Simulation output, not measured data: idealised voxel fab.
Process module in this document: voxel transistor to metal
Xsec cut, 275 nm wide, square cell size 5 nm.
Just so we're on the same page, the cross-sections are grids of square cells, and they're listed out in bands top to bottom, each band one or more rows deep. Top height, bottom height, nm. Materials left to right, width each, nm. Single material + "edge to edge" = fills band edge to edge. "air" = empty. Height is counted from the level 0, under which the received wafer is composed throughout of one material. The lowest of the bands is not closed at the bottom but continues downward, in the notation "0 down". Width spec "30->40" -> top row of cells at first value, bottom row at second value, equal per-row change in between. When a step is marked "all unchanged", none of the cells in the cross-section changed during that step. "Sealed-off cavities" contains a list of empty spaces, each no smaller than 8 cells and without an open way to the top, written in the form width x height at distance with the distance from the left edge and all three in nm. What comes after the settings on a step's line is commentary from the simulator itself on that step. You can add "overlay nm" to a step's line. For a step with a mask, it describes how far the mask lay to the right of its planned position, and a negative number describes a lay to the left.

# Steps in the process plan
step 1: RECEIVE with material Si
step 2: CONFORMAL_DEP with material SiO2, thk nm 5
step 3: CONFORMAL_DEP with material SiN, thk nm 10
step 4: PATTERN with tone cover, mask id ACTIVE, material resist, width nm 105, pitch nm 125, thk nm 15, overlay nm 0
step 5: DIRECTIONAL_ETCH with etch materials SiN, depth nm 10
step 6: DIRECTIONAL_ETCH with etch materials SiO2, depth nm 5
step 7: DIRECTIONAL_ETCH with etch materials Si, depth nm 25
step 8: STRIP with etch materials resist
step 9: OXIDIZE with depth nm 5
step 10: FILL_DEP with material SiO2, thk nm 10
step 11: CMP with height nm 15
step 12: SELECTIVE_ETCH with etch materials SiO2, depth nm 10
step 13: STRIP with etch materials SiN
step 14: SELECTIVE_ETCH with etch materials SiO2, depth nm 5
step 15: OXIDIZE with depth nm 5
step 16: DIRECTIONAL_DEP with material polySi, thk nm 30
step 17: DIRECTIONAL_DEP with material SiCN, thk nm 10
step 18: MASKED_ETCH with tone cover, mask id GATE, width nm 25, pitch nm 125, etch materials SiCN, depth nm 20, overlay nm 0
step 19: MASKED_ETCH with tone cover, mask id GATE, width nm 25, pitch nm 125, etch materials polySi, depth nm 40, overlay nm 0
step 20: CONFORMAL_DEP with material SiO2, thk nm 5
step 21: DIRECTIONAL_ETCH with etch materials SiO2, depth nm 5
step 22: CONFORMAL_DEP with material SiN, thk nm 5
step 23: DIRECTIONAL_ETCH with etch materials SiN, depth nm 5
step 24: DIRECTIONAL_ETCH with etch materials SiO2, depth nm 5
step 25: DIRECTIONAL_ETCH with etch materials Si, depth nm 15
step 26: EPI with material SiGe, thk nm 20
step 27: FILL_DEP with material SiO2, thk nm 5
step 28: CMP with height nm 30
step 29: STRIP with etch materials polySi
step 30: SELECTIVE_ETCH with etch materials SiO2, depth nm 5
step 31: CONFORMAL_DEP with material HfO2, thk nm 5
step 32: CONFORMAL_DEP with material TiN, thk nm 5
step 33: FILL_DEP with material W, thk nm 5
step 34: CMP with height nm 25
step 35: DIRECTIONAL_DEP with material SiO2, thk nm 10
step 36: PATTERN with tone open, mask id CONTACT, material resist, width nm 20, thk nm 20, overlay nm 0
step 37: DIRECTIONAL_ETCH with etch materials SiO2, depth nm 35
step 38: STRIP with etch materials resist
step 39: CONFORMAL_DEP with material TiN, thk nm 5
step 40: FILL_DEP with material Ru, thk nm 10
step 41: CMP with height nm 35
step 42: DIRECTIONAL_DEP with material TiN, thk nm 5
step 43: DIRECTIONAL_DEP with material Ru, thk nm 25
step 44: DIRECTIONAL_DEP with material aC, thk nm 10
step 45: PATTERN with tone cover, mask id METAL_1, material resist, width nm 20, thk nm 30, overlay nm 0
step 46: DIRECTIONAL_ETCH with etch materials aC, depth nm 10
step 47: STRIP with etch materials resist
step 48: DIRECTIONAL_ETCH with etch materials Ru, depth nm 25
step 49: DIRECTIONAL_ETCH with etch materials TiN, depth nm 5
step 50: STRIP with etch materials aC
step 51: CONFORMAL_DEP with material SiN, thk nm 5
step 52: FILL_DEP with material lowk, thk nm 10
step 53: CMP with height nm 65
step 54: CONFORMAL_DEP with material SiCN, thk nm 5

# As-received state of the wafer in cross-section, equivalent to post-step 1
	0 down: Si edge to edge
	Sealed-off cavities: none

# Here's the cross-section of the first of our two wafers at the end of the module - it ran as planned
	70 to 65: SiCN edge to edge
	65 to 40: lowk (20)  SiN (5)  Ru (20)  SiN (5)  lowk (45)  SiN (5)  Ru (20)  SiN (5)  lowk (20)  SiN (5)  Ru (20)  SiN (5)  lowk (45)  SiN (5)  Ru (20)  SiN (5)  lowk (25)
	40 to 35: SiN (25)  TiN (20)  SiN (55)  TiN (20)  SiN (30)  TiN (20)  SiN (55)  TiN (20)  SiN (30)
	35 to 25: SiO2 (25)  TiN (5)  Ru (10)  TiN (5)  SiO2 (55)  TiN (5)  Ru (10)  TiN (5)  SiO2 (30)  TiN (5)  Ru (10)  TiN (5)  SiO2 (55)  TiN (5)  Ru (10)  TiN (5)  SiO2 (30)
	25 to 20: SiO2 (25)  TiN (5)  Ru (10)  TiN (5)  SiO2 (5)  SiN (5)  HfO2 (5)  TiN (5)  W (15)  TiN (5)  HfO2 (5)  SiN (5)  SiO2 (5)  TiN (5)  Ru (10)  TiN (5)  SiO2 (30)  TiN (5)  Ru (10)  TiN (5)  SiO2 (5)  SiN (5)  HfO2 (5)  TiN (5)  W (15)  TiN (5)  HfO2 (5)  SiN (5)  SiO2 (5)  TiN (5)  Ru (10)  TiN (5)  SiO2 (30)
	20 to 15: SiO2 (25)  TiN (20)  SiO2 (5)  SiN (5)  HfO2 (5)  TiN (5)  W (15)  TiN (5)  HfO2 (5)  SiN (5)  SiO2 (5)  TiN (20)  SiO2 (30)  TiN (20)  SiO2 (5)  SiN (5)  HfO2 (5)  TiN (5)  W (15)  TiN (5)  HfO2 (5)  SiN (5)  SiO2 (5)  TiN (20)  SiO2 (30)
	15 to 5: SiO2 (25)  TiN (5)  SiGe (20)  SiN (5)  HfO2 (5)  TiN (5)  W (15)  TiN (5)  HfO2 (5)  SiN (5)  SiGe (20)  TiN (5)  SiO2 (30)  TiN (5)  SiGe (20)  SiN (5)  HfO2 (5)  TiN (5)  W (15)  TiN (5)  HfO2 (5)  SiN (5)  SiGe (20)  TiN (5)  SiO2 (30)
	5 to 0: SiO2 (25)  TiN (5)  SiGe (20)  SiN (5)  HfO2 (5)  TiN (25)  HfO2 (5)  SiN (5)  SiGe (20)  TiN (5)  SiO2 (30)  TiN (5)  SiGe (20)  SiN (5)  HfO2 (5)  TiN (25)  HfO2 (5)  SiN (5)  SiGe (20)  TiN (5)  SiO2 (30)
	0 to -5: SiO2 (20)  SiGe (30)  SiO2 (5)  HfO2 (35)  SiO2 (5)  SiGe (30)  SiO2 (20)  SiGe (30)  SiO2 (5)  HfO2 (35)  SiO2 (5)  SiGe (30)  SiO2 (25)
	-5 to -20: SiO2 (25)  SiGe (25)  Si (45)  SiGe (25)  SiO2 (30)  SiGe (25)  Si (45)  SiGe (25)  SiO2 (30)
	-20 to -30: SiO2 (25)  Si (95)  SiO2 (30)  Si (95)  SiO2 (30)
	-30 down: Si edge to edge
	Sealed-off cavities: none

# Second wafer of the two, sectioned at the end of the module. It began like the first and followed the same plan, but one mistake was made while running it
	70 to 65: SiCN edge to edge
	65 to 40: lowk (20)  SiN (5)  Ru (20)  SiN (5)  lowk (45)  SiN (5)  Ru (20)  SiN (5)  lowk (20)  SiN (5)  Ru (20)  SiN (5)  lowk (45)  SiN (5)  Ru (20)  SiN (5)  lowk (25)
	40 to 35: SiN (25)  TiN (20)  SiN (55)  TiN (20)  SiN (30)  TiN (20)  SiN (55)  TiN (20)  SiN (30)
	35 to 25: SiO2 (20)  TiN (5)  Ru (20)  TiN (5)  SiO2 (45)  TiN (5)  Ru (20)  TiN (5)  SiO2 (20)  TiN (5)  Ru (20)  TiN (5)  SiO2 (45)  TiN (5)  Ru (20)  TiN (5)  SiO2 (25)
	25 to 20: SiO2 (20)  TiN (5)  Ru (20)  TiN (5)  SiN (5)  HfO2 (5)  TiN (5)  W (15)  TiN (5)  HfO2 (5)  SiN (5)  TiN (5)  Ru (20)  TiN (5)  SiO2 (20)  TiN (5)  Ru (20)  TiN (5)  SiN (5)  HfO2 (5)  TiN (5)  W (15)  TiN (5)  HfO2 (5)  SiN (5)  TiN (5)  Ru (20)  TiN (5)  SiO2 (25)
	20 to 15: SiO2 (20)  TiN (30)  SiN (5)  HfO2 (5)  TiN (5)  W (15)  TiN (5)  HfO2 (5)  SiN (5)  TiN (30)  SiO2 (20)  TiN (30)  SiN (5)  HfO2 (5)  TiN (5)  W (15)  TiN (5)  HfO2 (5)  SiN (5)  TiN (30)  SiO2 (25)
	15 to 5: SiO2 (20)  TiN (10)  SiGe (20)  SiN (5)  HfO2 (5)  TiN (5)  W (15)  TiN (5)  HfO2 (5)  SiN (5)  SiGe (20)  TiN (10)  SiO2 (20)  TiN (10)  SiGe (20)  SiN (5)  HfO2 (5)  TiN (5)  W (15)  TiN (5)  HfO2 (5)  SiN (5)  SiGe (20)  TiN (10)  SiO2 (25)
	5 to 0: SiO2 (20)  TiN (10)  SiGe (20)  SiN (5)  HfO2 (5)  TiN (25)  HfO2 (5)  SiN (5)  SiGe (20)  TiN (10)  SiO2 (20)  TiN (10)  SiGe (20)  SiN (5)  HfO2 (5)  TiN (25)  HfO2 (5)  SiN (5)  SiGe (20)  TiN (10)  SiO2 (25)
	0 to -5: SiO2 (20)  SiGe (30)  SiO2 (5)  HfO2 (35)  SiO2 (5)  SiGe (30)  SiO2 (20)  SiGe (30)  SiO2 (5)  HfO2 (35)  SiO2 (5)  SiGe (30)  SiO2 (25)
	-5 to -20: SiO2 (25)  SiGe (25)  Si (45)  SiGe (25)  SiO2 (30)  SiGe (25)  Si (45)  SiGe (25)  SiO2 (30)
	-20 to -30: SiO2 (25)  Si (95)  SiO2 (30)  Si (95)  SiO2 (30)
	-30 down: Si edge to edge
	Sealed-off cavities: none
The plan and the run diverged here: the process deviated at step 36: the operation and settings actually run there were PATTERN with tone open, mask id CONTACT, material resist, width nm 30, thk nm 20, overlay nm 0
Counted in cells at the end, the second wafer holds more or fewer of these materials than the first: Ru: 24 more; SiO2: 44 fewer; TiN: 20 more
